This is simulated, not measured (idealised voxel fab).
Process module name: voxel ribs on slabs
The cross-section on display is named cut; it measures 265 nm wide, and its cells are 5 nm squares.
We lay out every cross-section as a grid of square cells and spell it out in bands from the top down, where one band means one or more rows of cells. Per band: top height and bottom height in nm, followed by the left-to-right materials and their widths in nm; "full width" marks a single material spanning edge to edge, "air" marks empty space. Heads up on the height convention: 0 is the point under which the incoming wafer is all one material, and the lowest band has no bottom, it just keeps going down, like "z 0 and below". The two numbers in a width such as "30 to 40" mark its ends across the band: the first belongs to the top row of cells, the second to the bottom row, and from each row to the next the width moves by the same amount. Step note "nothing was modified" = no cross-section cell changed. Basically, "Fully enclosed voids" tells you about the enclosed voids: empty spaces with no open way to the top, 8 cells or bigger, each written width x height at distance, where distance is from the left edge, all in nm. On each step's line, the part that comes after the settings is the simulator's own comment on the step. "overlay nm" on a masked step: distance the mask lay right of its planned place, negative for left.
[Steps planned for the process]
1 op RECEIVE | material Si
2 op DIRECTIONAL_DEP | material SiO2 | thk nm 30
3 op DIRECTIONAL_DEP | material polySi | thk nm 20
4 op PATTERN | tone cover | mask id RIB | material resist | width nm 25 | thk nm 20 | overlay nm 0
5 op DIRECTIONAL_ETCH | etch materials polySi | depth nm 10
6 op STRIP | etch materials resist
7 op MASKED_ETCH | tone cover | mask id SLAB | width nm 65 | etch materials polySi | depth nm 10 | overlay nm 0
8 op FILL_DEP | material SiO2 | thk nm 15
9 op CMP | height nm 60
10 op DIRECTIONAL_DEP | material W | thk nm 5
11 op MASKED_ETCH | tone cover | mask id HEATER | width nm 35 | etch materials W | depth nm 5 | overlay nm 0
12 op CONFORMAL_DEP | material SiN | thk nm 10
[Wafer, first of two, run as planned]
[as received, after step 1]
z 0 and below  Si full width
Fully enclosed voids: none
[Cross-section through the wafer, step 2 finished]
z 30 to 0  SiO2 full width
Lower than 0, everything is as it was.
[Cross-section through the wafer, step 3 finished]
z 50 to 30  polySi full width
Lower than 30, everything is as it was.
[Cross-section through the wafer, step 4 finished]
z 70 to 50  air (120) / resist (25) / air (120)
Lower than 50, everything is as it was.
[Cross-section through the wafer, step 5 finished]
z 70 to 50  air (120) / resist (25) / air (120)
z 50 to 40  air (120) / polySi (25) / air (120)
Lower than 40, everything is as it was.
[Cross-section through the wafer, step 6 finished]
z 50 to 40  air (120) / polySi (25) / air (120)
Lower than 40, everything is as it was.
[Cross-section through the wafer, step 7 finished]
z 50 to 40  air (120) / polySi (25) / air (120)
z 40 to 30  air (100) / polySi (65) / air (100)
Lower than 30, everything is as it was.
[Cross-section through the wafer, step 8 finished]
z 65 to 50  SiO2 full width
z 50 to 40  SiO2 (120) / polySi (25) / SiO2 (120)
z 40 to 30  SiO2 (100) / polySi (65) / SiO2 (100)
Lower than 30, everything is as it was.
[Cross-section through the wafer, step 9 finished]
z 60 to 50  SiO2 full width
Lower than 50, everything is as it was.
[Cross-section through the wafer, step 10 finished]
z 65 to 60  W full width
Lower than 60, everything is as it was.
[Cross-section through the wafer, step 11 finished]
z 65 to 60  air (115) / W (35) / air (115)
Lower than 60, everything is as it was.
[Cross-section through the wafer, step 12 finished]
z 75 to 70  air (105) / SiN (55) / air (105)
z 70 to 65  SiN full width
z 65 to 60  SiN (115) / W (35) / SiN (115)
Lower than 60, everything is as it was.
[For the second wafer, take the first wafer's start and plan, then add one mistake made in running it; everything through step 11, that step included, is shared with the first]
Cross-section: second wafer, time at which step 12 was scheduled to end: nothing was modified
What was done differently from what was planned? heads up, step 12 of the plan was skipped and never actually ran
Materials where the second wafer ends with more or fewer cells than the first: SiN -110
